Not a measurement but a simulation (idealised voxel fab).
Process module under the name voxel ribs on slabs
140 nm wide, 5 nm square cells: that's cross-section cut.
Each cross-section below is a grid of square cells, stated as bands in top-down order, with one or more rows of cells making up each band. In this notation a band is specified by the heights of its top and bottom, in that order and in nm, after which its materials appear from left to right, each paired with its width in nm. The word "full width" attached to a single material means that material fills the band from edge to edge; the word "air" stands for empty space. Height reference: 0 = level under which incoming wafer is all one material. Lowest band: no bottom, runs on downward, e.g. "from 0 down". With a width like "30->40", each row of cells in the band differs from the next by the same amount, the top row carrying the first number and the bottom row the second. What does "remained the same" mean for a step? It means no cell of the cross-section changed in that step. Closed-off voids of 8+ cells (no open route to the top) go in "Enclosed void catalog", written width x height at distance from the left edge, in nm. Past the settings on a step's line: simulator remark, on that step. For masked steps, "overlay nm" on the step line gives how far right of plan the mask actually lay; a minus sign means it lay to the left.
Planned process steps:
- 1: RECEIVE [material Si]
- 2: DIRECTIONAL_DEP [material SiO2] [thk nm 30]
- 3: DIRECTIONAL_DEP [material polySi] [thk nm 15]
- 4: MASKED_ETCH [tone cover] [mask id RIB] [width nm 30] [etch materials polySi] [depth nm 5] [overlay nm 0]
- 5: PATTERN [tone cover] [mask id SLAB] [material resist] [width nm 90] [thk nm 15] [overlay nm 0]
- 6: DIRECTIONAL_ETCH [etch materials polySi] [depth nm 10]
- 7: STRIP [etch materials resist]
- 8: FILL_DEP [material SiO2] [thk nm 30]
- 9: CMP [height nm 65]
- 10: DIRECTIONAL_DEP [material W] [thk nm 10]
- 11: PATTERN [tone cover] [mask id HEATER] [material resist] [width nm 40] [thk nm 15] [overlay nm 0]
- 12: DIRECTIONAL_ETCH [etch materials W] [depth nm 10]
- 13: STRIP [etch materials resist]
- 14: CONFORMAL_DEP [material SiO2] [thk nm 10]
Shown in cross-section is the wafer as received, that is, as it stands after step 1:
from 0 down  Si full width
Enclosed void catalog: none
What the wafer looks like in cross-section after this module, when it starts as shown above and follows the plan above but one mistake is made in running it:
from 85 to 75  air 40, SiO2 60, air 40
from 75 to 65  SiO2 50, W 40, SiO2 50
from 65 to 15  SiO2 full width
from 15 to 0  polySi full width
from 0 down  Si full width
Enclosed void catalog: none
It is concluded that the wafer was processed incorrectly with respect to the plan, in that the run placed steps 2 and 3 each in the position the plan gave to the other
